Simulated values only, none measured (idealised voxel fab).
Herein follows the process module entitled voxel self aligned contacts.
FYI the section here is cut, 260 nm wide, cells are 5 nm squares.
Notation: cross-section as square-cell grid; stated in bands, top first, going down; one or more cell rows per band.
A band entry consists of two parts. The first gives the height of the band's top and the height of its bottom, in nm. The rest lists the band's materials from left to right, each with its width in nm. A single material labelled with the word "everywhere" fills the band from edge to edge, and the word "empty" marks empty space.
Ref level 0: as-received wafer is one material below here. Bottom band extends down with no lower bound ("0 down").
Per-row width for "30..40": begins at first number (top row of band), ends at second number (bottom row), increment between rows held constant.
"no alteration", as given for a step, is the statement that not any cell of the cross-section underwent a change during that step.
"Closed cavities" means: voids of 8 cells or more that are shut off from the top with no open way through. Written width x height at distance, distance from the left edge, in nm.
after a step's settings: what the simulator itself notes on the step
Regarding "overlay nm": on a step with a mask, it is the distance the mask lay to the right of its planned place; a negative value places it to the left.
PLAN
1: op RECEIVE | material Si
2: op OXIDIZE | depth nm 5
3: op DIRECTIONAL_DEP | material polySi | thk nm 20
4: op DIRECTIONAL_DEP | material SiN | thk nm 20
5: op DIRECTIONAL_DEP | material aC | thk nm 15
6: op PATTERN | tone cover | mask id GATE | material resist | width nm 25 | pitch nm 50 | thk nm 30 | overlay nm 0
7: op DIRECTIONAL_ETCH | etch materials aC | depth nm 15
8: op STRIP | etch materials resist
9: op DIRECTIONAL_ETCH | etch materials SiN | depth nm 20
10: op DIRECTIONAL_ETCH | etch materials polySi | depth nm 20
11: op STRIP | etch materials aC
12: op CONFORMAL_DEP | material SiN | thk nm 5
13: op DIRECTIONAL_ETCH | etch materials SiN | depth nm 5
14: op FILL_DEP | material SiO2 | thk nm 15
15: op CMP | height nm 45
16: op DIRECTIONAL_DEP | material aC | thk nm 15
17: op PATTERN | tone open | mask id CONTACT | material resist | width nm 35 | thk nm 30 | overlay nm 0
18: op DIRECTIONAL_ETCH | etch materials aC | depth nm 15
19: op STRIP | etch materials resist
20: op DIRECTIONAL_ETCH | etch materials SiO2 | depth nm 50
21: op STRIP | etch materials aC
22: op CONFORMAL_DEP | material TiN | thk nm 5
23: op FILL_DEP | material W | thk nm 5
24: op CMP | height nm 45
25: op CONFORMAL_DEP | material SiN | thk nm 5
RUN AS PLANNED: FIRST OF TWO WAFERS
CROSS-SECTION OF THE INCOMING WAFER, STATE AFTER STEP 1
	0 down: Si everywhere
	Closed cavities: none
CROSS-SECTION: WAFER STATE AFTER STEP 2
	0 to -5: SiO2 everywhere
	Everything below -5 is unchanged.
CROSS-SECTION: WAFER STATE AFTER STEP 3
	20 to 0: polySi everywhere
	Everything below 0 is unchanged.
CROSS-SECTION: WAFER STATE AFTER STEP 4
	40 to 20: SiN everywhere
	Everything below 20 is unchanged.
CROSS-SECTION: WAFER STATE AFTER STEP 5
	55 to 40: aC everywhere
	Everything below 40 is unchanged.
CROSS-SECTION: WAFER STATE AFTER STEP 6
	85 to 55: empty=90, then resist=25, then empty=25, then resist=25, then empty=95
	Everything below 55 is unchanged.
CROSS-SECTION: WAFER STATE AFTER STEP 7
	70 to 55: empty=90, then resist=25, then empty=25, then resist=25, then empty=95
	55 to 40: empty=90, then aC=25, then empty=25, then aC=25, then empty=95
	Everything below 40 is unchanged.
CROSS-SECTION: WAFER STATE AFTER STEP 8
	55 to 40: empty=90, then aC=25, then empty=25, then aC=25, then empty=95
	Everything below 40 is unchanged.
CROSS-SECTION: WAFER STATE AFTER STEP 9
	55 to 40: empty=90, then aC=25, then empty=25, then aC=25, then empty=95
	40 to 20: empty=90, then SiN=25, then empty=25, then SiN=25, then empty=95
	Everything below 20 is unchanged.
CROSS-SECTION: WAFER STATE AFTER STEP 10
	55 to 40: empty=90, then aC=25, then empty=25, then aC=25, then empty=95
	40 to 20: empty=90, then SiN=25, then empty=25, then SiN=25, then empty=95
	20 to 0: empty=90, then polySi=25, then empty=25, then polySi=25, then empty=95
	Everything below 0 is unchanged.
CROSS-SECTION: WAFER STATE AFTER STEP 11
	40 to 20: empty=90, then SiN=25, then empty=25, then SiN=25, then empty=95
	Everything below 20 is unchanged.
CROSS-SECTION: WAFER STATE AFTER STEP 12
	45 to 20: empty=85, then SiN=35, then empty=15, then SiN=35, then empty=90
	20 to 5: empty=85, then SiN=5, then polySi=25, then SiN=5, then empty=15, then SiN=5, then polySi=25, then SiN=5, then empty=90
	5 to 0: SiN=90, then polySi=25, then SiN=25, then polySi=25, then SiN=95
	Everything below 0 is unchanged.
CROSS-SECTION: WAFER STATE AFTER STEP 13
	40 to 20: empty=85, then SiN=35, then empty=15, then SiN=35, then empty=90
	20 to 0: empty=85, then SiN=5, then polySi=25, then SiN=5, then empty=15, then SiN=5, then polySi=25, then SiN=5, then empty=90
	Everything below 0 is unchanged.
CROSS-SECTION: WAFER STATE AFTER STEP 14
	55 to 40: SiO2 everywhere
	40 to 20: SiO2=85, then SiN=35, then SiO2=15, then SiN=35, then SiO2=90
	20 to 0: SiO2=85, then SiN=5, then polySi=25, then SiN=5, then SiO2=15, then SiN=5, then polySi=25, then SiN=5, then SiO2=90
	Everything below 0 is unchanged.
CROSS-SECTION: WAFER STATE AFTER STEP 15
	45 to 40: SiO2 everywhere
	Everything below 40 is unchanged.
CROSS-SECTION: WAFER STATE AFTER STEP 16
	60 to 45: aC everywhere
	Everything below 45 is unchanged.
CROSS-SECTION: WAFER STATE AFTER STEP 17
	90 to 60: resist=110, then empty=35, then resist=115
	Everything below 60 is unchanged.
CROSS-SECTION: WAFER STATE AFTER STEP 18
	75 to 60: resist=110, then empty=35, then resist=115
	60 to 45: aC=110, then empty=35, then aC=115
	Everything below 45 is unchanged.
CROSS-SECTION: WAFER STATE AFTER STEP 19
	60 to 45: aC=110, then empty=35, then aC=115
	Everything below 45 is unchanged.
CROSS-SECTION: WAFER STATE AFTER STEP 20
	60 to 45: aC=110, then empty=35, then aC=115
	45 to 40: SiO2=110, then empty=35, then SiO2=115
	40 to 20: SiO2=85, then SiN=35, then empty=15, then SiN=35, then SiO2=90
	20 to 0: SiO2=85, then SiN=5, then polySi=25, then SiN=5, then empty=15, then SiN=5, then polySi=25, then SiN=5, then SiO2=90
	0 to -5: SiO2=120, then empty=15, then SiO2=125
	Everything below -5 is unchanged.
CROSS-SECTION: WAFER STATE AFTER STEP 21
	45 to 40: SiO2=110, then empty=35, then SiO2=115
	Everything below 40 is unchanged.
CROSS-SECTION: WAFER STATE AFTER STEP 22
	50 to 45: TiN=115, then empty=25, then TiN=120
	45 to 40: SiO2=110, then TiN=15, then empty=5, then TiN=15, then SiO2=115
	40 to 20: SiO2=85, then SiN=35, then TiN=5, then empty=5, then TiN=5, then SiN=35, then SiO2=90
	20 to 0: SiO2=85, then SiN=5, then polySi=25, then SiN=5, then TiN=5, then empty=5, then TiN=5, then SiN=5, then polySi=25, then SiN=5, then SiO2=90
	0 to -5: SiO2=120, then TiN=15, then SiO2=125
	Everything below -5 is unchanged.
CROSS-SECTION: WAFER STATE AFTER STEP 23
	55 to 50: W everywhere
	50 to 45: TiN=115, then W=25, then TiN=120
	45 to 40: SiO2=110, then TiN=15, then W=5, then TiN=15, then SiO2=115
	40 to 20: SiO2=85, then SiN=35, then TiN=5, then W=5, then TiN=5, then SiN=35, then SiO2=90
	20 to 0: SiO2=85, then SiN=5, then polySi=25, then SiN=5, then TiN=5, then W=5, then TiN=5, then SiN=5, then polySi=25, then SiN=5, then SiO2=90
	Everything below 0 is unchanged.
CROSS-SECTION: WAFER STATE AFTER STEP 24
	45 to 40: SiO2=110, then TiN=15, then W=5, then TiN=15, then SiO2=115
	Everything below 40 is unchanged.
CROSS-SECTION: WAFER STATE AFTER STEP 25
	50 to 45: SiN everywhere
	Everything below 45 is unchanged.
REGARDING THE SECOND OF THE TWO WAFERS: IT SHARED THE FIRST WAFER'S STARTING CONDITION AND PROCESS PLAN, YET ONE ERROR OCCURRED DURING ITS EXECUTION. ITS HISTORY COINCIDES WITH THAT OF THE FIRST WAFER UP TO AND INCLUDING STEP 5
SECOND WAFER, CROSS-SECTION, PLANNED END OF STEP 6
	85 to 55: resist=90, then empty=25, then resist=25, then empty=25, then resist=95
	Everything below 55 is unchanged.
SECOND WAFER, CROSS-SECTION, PLANNED END OF STEP 7
	70 to 55: resist=90, then empty=25, then resist=25, then empty=25, then resist=95
	55 to 40: aC=90, then empty=25, then aC=25, then empty=25, then aC=95
	Everything below 40 is unchanged.
SECOND WAFER, CROSS-SECTION, PLANNED END OF STEP 8
	55 to 40: aC=90, then empty=25, then aC=25, then empty=25, then aC=95
	Everything below 40 is unchanged.
SECOND WAFER, CROSS-SECTION, PLANNED END OF STEP 9
	55 to 40: aC=90, then empty=25, then aC=25, then empty=25, then aC=95
	40 to 20: SiN=90, then empty=25, then SiN=25, then empty=25, then SiN=95
	Everything below 20 is unchanged.
SECOND WAFER, CROSS-SECTION, PLANNED END OF STEP 10
	55 to 40: aC=90, then empty=25, then aC=25, then empty=25, then aC=95
	40 to 20: SiN=90, then empty=25, then SiN=25, then empty=25, then SiN=95
	20 to 0: polySi=90, then empty=25, then polySi=25, then empty=25, then polySi=95
	Everything below 0 is unchanged.
SECOND WAFER, CROSS-SECTION, PLANNED END OF STEP 11
	40 to 20: SiN=90, then empty=25, then SiN=25, then empty=25, then SiN=95
	Everything below 20 is unchanged.
SECOND WAFER, CROSS-SECTION, PLANNED END OF STEP 12
	45 to 20: SiN=95, then empty=15, then SiN=35, then empty=15, then SiN=100
	20 to 5: polySi=90, then SiN=5, then empty=15, then SiN=5, then polySi=25, then SiN=5, then empty=15, then SiN=5, then polySi=95
	5 to 0: polySi=90, then SiN=25, then polySi=25, then SiN=25, then polySi=95
	Everything below 0 is unchanged.
SECOND WAFER, CROSS-SECTION, PLANNED END OF STEP 13
	40 to 20: SiN=95, then empty=15, then SiN=35, then empty=15, then SiN=100
	20 to 0: polySi=90, then SiN=5, then empty=15, then SiN=5, then polySi=25, then SiN=5, then empty=15, then SiN=5, then polySi=95
	Everything below 0 is unchanged.
SECOND WAFER, CROSS-SECTION, PLANNED END OF STEP 14
	55 to 40: SiO2 everywhere
	40 to 20: SiN=95, then SiO2=15, then SiN=35, then SiO2=15, then SiN=100
	20 to 0: polySi=90, then SiN=5, then SiO2=15, then SiN=5, then polySi=25, then SiN=5, then SiO2=15, then SiN=5, then polySi=95
	Everything below 0 is unchanged.
SECOND WAFER, CROSS-SECTION, PLANNED END OF STEP 15
	45 to 40: SiO2 everywhere
	Everything below 40 is unchanged.
SECOND WAFER, CROSS-SECTION, PLANNED END OF STEP 16
	60 to 45: aC everywhere
	Everything below 45 is unchanged.
SECOND WAFER, CROSS-SECTION, PLANNED END OF STEP 17
	90 to 60: resist=110, then empty=35, then resist=115
	Everything below 60 is unchanged.
SECOND WAFER, CROSS-SECTION, PLANNED END OF STEP 18
	75 to 60: resist=110, then empty=35, then resist=115
	60 to 45: aC=110, then empty=35, then aC=115
	Everything below 45 is unchanged.
SECOND WAFER, CROSS-SECTION, PLANNED END OF STEP 19
	60 to 45: aC=110, then empty=35, then aC=115
	Everything below 45 is unchanged.
SECOND WAFER, CROSS-SECTION, PLANNED END OF STEP 20
	60 to 45: aC=110, then empty=35, then aC=115
	45 to 40: SiO2=110, then empty=35, then SiO2=115
	Everything below 40 is unchanged.
SECOND WAFER, CROSS-SECTION, PLANNED END OF STEP 21
	45 to 40: SiO2=110, then empty=35, then SiO2=115
	Everything below 40 is unchanged.
SECOND WAFER, CROSS-SECTION, PLANNED END OF STEP 22
	50 to 45: TiN=115, then empty=25, then TiN=120
	45 to 40: SiO2=110, then TiN=35, then SiO2=115
	Everything below 40 is unchanged.
SECOND WAFER, CROSS-SECTION, PLANNED END OF STEP 23
	55 to 50: W everywhere
	50 to 45: TiN=115, then W=25, then TiN=120
	Everything below 45 is unchanged.
SECOND WAFER, CROSS-SECTION, PLANNED END OF STEP 24
	45 to 40: SiO2=110, then TiN=35, then SiO2=115
	Everything below 40 is unchanged.
SECOND WAFER, CROSS-SECTION, PLANNED END OF STEP 25
	50 to 45: SiN everywhere
	Everything below 45 is unchanged.
Diagnosis: step 6 went in with a setting other than planned; the actual run was op PATTERN | tone open | mask id GATE | material resist | width nm 25 | pitch nm 50 | thk nm 30 | overlay nm 0
Wrapping up, a cell-based count of both wafers puts the second over or under the first for these materials: SiN +128; SiO2 -229; TiN -18; W -9; polySi +128
